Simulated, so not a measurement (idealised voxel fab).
This is a process module. Its name is voxel self aligned contacts.
cross-section cut | 235 nm wide | cells 5 nm
Bands, listed from the top down, are how a cross-section gets written in this document; the cross-section itself is a grid of square cells, and a band is one or more rows of them. Band: top height; bottom height; in nm. Then, left to right: material with width in nm, for each material. "all across": a single material spanning edge to edge. "empty": empty space. Below 0: as-received wafer, all one material; heights counted from there. Lowest band: no bottom, goes on down, written "from 0 down". Per-row width for "30->40": begins at first number (top row of band), ends at second number (bottom row), increment between rows held constant. "changes: none" -> step changed no cross-section cell. The entry "Enclosed cavities" lists the empty spaces that cover at least 8 cells and have no open path to the top. Each is written as width x height at distance, where the distance is measured from the left edge and all three values are in nm. It should be noted that, on the line of a given step, the content following the step's settings is a remark produced by the simulator itself with respect to that step. "overlay nm", when on a step's line for a step with a mask, measures how far to the right of its planned place the mask lay; a negative measure means to the left.
## Steps in the process plan
| 1 | op RECEIVE | material Si |
| 2 | op OXIDIZE | depth nm 5 |
| 3 | op DIRECTIONAL_DEP | material polySi | thk nm 25 |
| 4 | op DIRECTIONAL_DEP | material SiN | thk nm 15 |
| 5 | op PATTERN | tone cover | mask id GATE | material resist | width nm 15 | pitch nm 50 | thk nm 20 | overlay nm 0 |
| 6 | op DIRECTIONAL_ETCH | etch materials SiN | depth nm 15 |
| 7 | op DIRECTIONAL_ETCH | etch materials polySi | depth nm 25 |
| 8 | op STRIP | etch materials resist |
| 9 | op CONFORMAL_DEP | material SiN | thk nm 5 |
| 10 | op DIRECTIONAL_ETCH | etch materials SiN | depth nm 5 |
| 11 | op FILL_DEP | material SiO2 | thk nm 20 |
| 12 | op CMP | height nm 50 |
| 13 | op DIRECTIONAL_DEP | material aC | thk nm 10 |
| 14 | op PATTERN | tone open | mask id CONTACT | material resist | width nm 35 | pitch nm 50 | thk nm 30 | overlay nm 0 |
| 15 | op DIRECTIONAL_ETCH | etch materials aC | depth nm 10 |
| 16 | op STRIP | etch materials resist |
| 17 | op DIRECTIONAL_ETCH | etch materials SiO2 | depth nm 55 |
| 18 | op STRIP | etch materials aC |
| 19 | op CONFORMAL_DEP | material TiN | thk nm 5 |
| 20 | op FILL_DEP | material Ru | thk nm 10 |
| 21 | op CMP | height nm 50 |
| 22 | op CONFORMAL_DEP | material SiCN | thk nm 5 |
Same starting wafers, different width nm at step 5. Plan value belongs to the first wafer.
## Received wafers, first of several: cross-section after step 1
- from 0 down: Si all across
- Enclosed cavities: none
## Once step 22, the last step, is complete, the module is at its end; this is the cross-section of the first of several wafers
- from 55 to 50: SiCN all across
- from 50 to 40: SiO2=75 | TiN=5->10 | Ru=25->15 | TiN=5->10 | SiO2=15 | TiN=5->10 | Ru=25->15 | TiN=5->10 | SiO2=75
- from 40 to 25: SiO2=55 | SiN=25 | TiN=5 | Ru=15 | TiN=5 | SiN=25 | TiN=5 | Ru=15 | TiN=5 | SiN=25 | SiO2=55
- from 25 to 0: SiO2=55 | SiN=5 | polySi=15 | SiN=5 | TiN=5 | Ru=15 | TiN=5 | SiN=5 | polySi=15 | SiN=5 | TiN=5 | Ru=15 | TiN=5 | SiN=5 | polySi=15 | SiN=5 | SiO2=55
- from 0 to -5: SiO2=80 | TiN=25 | SiO2=25 | TiN=25 | SiO2=80
- from -5 down: Si all across
- Enclosed cavities: none
## Cross-section of the final wafer among several, taken at the end of the module
- from 55 to 50: SiCN all across
- from 50 to 45: SiO2=75 | TiN=5 | Ru=25 | TiN=5 | SiO2=15 | TiN=5 | Ru=25 | TiN=5 | SiO2=75
- from 45 to 40: SiO2=75 | TiN=35 | SiO2=15 | TiN=35 | SiO2=75
- from 40 to 25: SiO2=45 | SiN=45 | TiN=5 | SiN=45 | TiN=5 | SiN=45 | SiO2=45
- from 25 to 0: SiO2=45 | SiN=5 | polySi=35 | SiN=5 | TiN=5 | SiN=5 | polySi=35 | SiN=5 | TiN=5 | SiN=5 | polySi=35 | SiN=5 | SiO2=45
- from 0 to -5: SiO2=90 | TiN=5 | SiO2=45 | TiN=5 | SiO2=90
- from -5 down: Si all across
- Enclosed cavities: none
## Below, a row for every wafer. Read it as the end-of-module picture: for each material the wafer shows its cells gained (+) or lost (-) since it was received, and then its closed voids
width nm 15 | +64 Ru | -47 Si | +47 SiCN | +75 SiN | +279 SiO2 | +54 TiN | +45 polySi | Enclosed cavities: none
width nm 20 | +46 Ru | -47 Si | +47 SiCN | +84 SiN | +273 SiO2 | +54 TiN | +60 polySi | Enclosed cavities: none
width nm 25 | +28 Ru | -47 Si | +47 SiCN | +93 SiN | +267 SiO2 | +54 TiN | +75 polySi | Enclosed cavities: none
width nm 30 | +10 Ru | -47 Si | +47 SiCN | +102 SiN | +261 SiO2 | +54 TiN | +90 polySi | Enclosed cavities: none
width nm 35 | +10 Ru | -47 Si | +47 SiCN | +111 SiN | +255 SiO2 | +36 TiN | +105 polySi | Enclosed cavities: none
